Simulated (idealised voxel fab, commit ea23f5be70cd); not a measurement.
This section sets out a process module, namely voxel tone inversion.
cross-section cut | 275 nm wide | cells 5 nm
Cross-section spec: square-cell grid; bands listed top down; each band is one or more rows.
Read a band's entry like this: the first values are the height of its top and the height of its bottom in nm, and what follows is the sequence of materials from left to right, each with its width in nm. Note that "blank" is empty space, and that a single material marked "everywhere" reaches across the band from edge to edge.
Heights are measured from 0, the level below which the as-received wafer is all one material; the lowest band has no bottom and continues downward, written as in "from 0 down".
The width entry "30->40" should be interpreted row by row: the top row of cells in the band takes the first number, the bottom row takes the second number, and the change between adjacent rows is uniform throughout.
"no change occurred" for a step: no cell of the cross-section changed in that step.
The list in "Enclosed empty spaces" covers empty spaces of 8 cells or more that cannot reach the top through any open way, and it gives each as width x height at distance; the distance is from the left edge, and width, height and distance are in nm.
On a step's line, text after the settings is the simulator commenting on that step.
overlay nm: mask right of planned place by this much (step with mask). Neg. = left.

### Below is the list of planned process steps
1) RECEIVE | material Si
2) CONFORMAL_DEP | material SiN | thk nm 5
3) DIRECTIONAL_DEP | material polySi | thk nm 20
4) PATTERN | tone cover | mask id POSTS | material resist | width nm 15 | pitch nm 40 | thk nm 25 | overlay nm 0
5) DIRECTIONAL_ETCH | etch materials polySi | depth nm 20
6) STRIP | etch materials resist
7) FILL_DEP | material lowk | thk nm 5
8) CMP | height nm 25
9) STRIP | etch materials polySi
10) CONFORMAL_DEP | material TiN | thk nm 5
11) FILL_DEP | material Ru | thk nm 10
12) CMP | height nm 25
13) CONFORMAL_DEP | material SiCN | thk nm 5

### First wafer out of two, processed as planned

### Cross-section of the wafer as it came to us, i.e., already through step 1
	from 0 down = Si everywhere
	Enclosed empty spaces: none

### How the wafer stands in section after step 2
	from 5 to 0 = SiN everywhere
	Heights below 0 show no change.

### How the wafer stands in section after step 3
	from 25 to 5 = polySi everywhere
	Heights below 5 show no change.

### How the wafer stands in section after step 4
	from 50 to 25 = blank (70), resist (15), blank (25), resist (15), blank (25), resist (15), blank (25), resist (15), blank (70)
	Heights below 25 show no change.

### How the wafer stands in section after step 5
	from 50 to 25 = blank (70), resist (15), blank (25), resist (15), blank (25), resist (15), blank (25), resist (15), blank (70)
	from 25 to 5 = blank (70), polySi (15), blank (25), polySi (15), blank (25), polySi (15), blank (25), polySi (15), blank (70)
	Heights below 5 show no change.

### How the wafer stands in section after step 6
	from 25 to 5 = blank (70), polySi (15), blank (25), polySi (15), blank (25), polySi (15), blank (25), polySi (15), blank (70)
	Heights below 5 show no change.

### How the wafer stands in section after step 7
	from 30 to 25 = lowk everywhere
	from 25 to 5 = lowk (70), polySi (15), lowk (25), polySi (15), lowk (25), polySi (15), lowk (25), polySi (15), lowk (70)
	Heights below 5 show no change.

### How the wafer stands in section after step 8
	from 25 to 5 = lowk (70), polySi (15), lowk (25), polySi (15), lowk (25), polySi (15), lowk (25), polySi (15), lowk (70)
	Heights below 5 show no change.

### How the wafer stands in section after step 9
	from 25 to 5 = lowk (70), blank (15), lowk (25), blank (15), lowk (25), blank (15), lowk (25), blank (15), lowk (70)
	Heights below 5 show no change.

### How the wafer stands in section after step 10
	from 30 to 25 = TiN (75), blank (5), TiN (35), blank (5), TiN (35), blank (5), TiN (35), blank (5), TiN (75)
	from 25 to 10 = lowk (70), TiN (5), blank (5), TiN (5), lowk (25), TiN (5), blank (5), TiN (5), lowk (25), TiN (5), blank (5), TiN (5), lowk (25), TiN (5), blank (5), TiN (5), lowk (70)
	from 10 to 5 = lowk (70), TiN (15), lowk (25), TiN (15), lowk (25), TiN (15), lowk (25), TiN (15), lowk (70)
	Heights below 5 show no change.

### How the wafer stands in section after step 11
	from 40 to 30 = Ru everywhere
	from 30 to 25 = TiN (75), Ru (5), TiN (35), Ru (5), TiN (35), Ru (5), TiN (35), Ru (5), TiN (75)
	from 25 to 10 = lowk (70), TiN (5), Ru (5), TiN (5), lowk (25), TiN (5), Ru (5), TiN (5), lowk (25), TiN (5), Ru (5), TiN (5), lowk (25), TiN (5), Ru (5), TiN (5), lowk (70)
	Heights below 10 show no change.

### How the wafer stands in section after step 12
	from 25 to 10 = lowk (70), TiN (5), Ru (5), TiN (5), lowk (25), TiN (5), Ru (5), TiN (5), lowk (25), TiN (5), Ru (5), TiN (5), lowk (25), TiN (5), Ru (5), TiN (5), lowk (70)
	Heights below 10 show no change.

### How the wafer stands in section after step 13
	from 30 to 25 = SiCN everywhere
	Heights below 25 show no change.

### Second Wafer (Identical Start and Plan, One Processing Error; Matches First Wafer Through Step 3)

### Second wafer shown in cross-section at the time step 4 was slated to end
	from 50 to 25 = resist (70), blank (15), resist (25), blank (15), resist (25), blank (15), resist (25), blank (15), resist (70)
	Heights below 25 show no change.

### Second wafer shown in cross-section at the time step 5 was slated to end
	from 50 to 25 = resist (70), blank (15), resist (25), blank (15), resist (25), blank (15), resist (25), blank (15), resist (70)
	from 25 to 5 = polySi (70), blank (15), polySi (25), blank (15), polySi (25), blank (15), polySi (25), blank (15), polySi (70)
	Heights below 5 show no change.

### Second wafer shown in cross-section at the time step 6 was slated to end
	from 25 to 5 = polySi (70), blank (15), polySi (25), blank (15), polySi (25), blank (15), polySi (25), blank (15), polySi (70)
	Heights below 5 show no change.

### Second wafer shown in cross-section at the time step 7 was slated to end
	from 30 to 25 = lowk everywhere
	from 25 to 5 = polySi (70), lowk (15), polySi (25), lowk (15), polySi (25), lowk (15), polySi (25), lowk (15), polySi (70)
	Heights below 5 show no change.

### Second wafer shown in cross-section at the time step 8 was slated to end
	from 25 to 5 = polySi (70), lowk (15), polySi (25), lowk (15), polySi (25), lowk (15), polySi (25), lowk (15), polySi (70)
	Heights below 5 show no change.

### Second wafer shown in cross-section at the time step 9 was slated to end
	from 25 to 5 = blank (70), lowk (15), blank (25), lowk (15), blank (25), lowk (15), blank (25), lowk (15), blank (70)
	Heights below 5 show no change.

### Second wafer shown in cross-section at the time step 10 was slated to end
	from 30 to 25 = blank (65), TiN (25), blank (15), TiN (25), blank (15), TiN (25), blank (15), TiN (25), blank (65)
	from 25 to 10 = blank (65), TiN (5), lowk (15), TiN (5), blank (15), TiN (5), lowk (15), TiN (5), blank (15), TiN (5), lowk (15), TiN (5), blank (15), TiN (5), lowk (15), TiN (5), blank (65)
	from 10 to 5 = TiN (70), lowk (15), TiN (25), lowk (15), TiN (25), lowk (15), TiN (25), lowk (15), TiN (70)
	Heights below 5 show no change.

### Second wafer shown in cross-section at the time step 11 was slated to end
	from 40 to 30 = Ru everywhere
	from 30 to 25 = Ru (65), TiN (25), Ru (15), TiN (25), Ru (15), TiN (25), Ru (15), TiN (25), Ru (65)
	from 25 to 10 = Ru (65), TiN (5), lowk (15), TiN (5), Ru (15), TiN (5), lowk (15), TiN (5), Ru (15), TiN (5), lowk (15), TiN (5), Ru (15), TiN (5), lowk (15), TiN (5), Ru (65)
	Heights below 10 show no change.

### Second wafer shown in cross-section at the time step 12 was slated to end
	from 25 to 10 = Ru (65), TiN (5), lowk (15), TiN (5), Ru (15), TiN (5), lowk (15), TiN (5), Ru (15), TiN (5), lowk (15), TiN (5), Ru (15), TiN (5), lowk (15), TiN (5), Ru (65)
	Heights below 10 show no change.

### Second wafer shown in cross-section at the time step 13 was slated to end
	from 30 to 25 = SiCN everywhere
	Heights below 25 show no change.
Deviation from plan: step 4 was not run as planned; what actually ran was PATTERN | tone open | mask id POSTS | material resist | width nm 15 | pitch nm 40 | thk nm 25 | overlay nm 0
At the finish, the second wafer shows more or fewer cells for some materials than the first does: +93 Ru, +31 TiN, -124 lowk
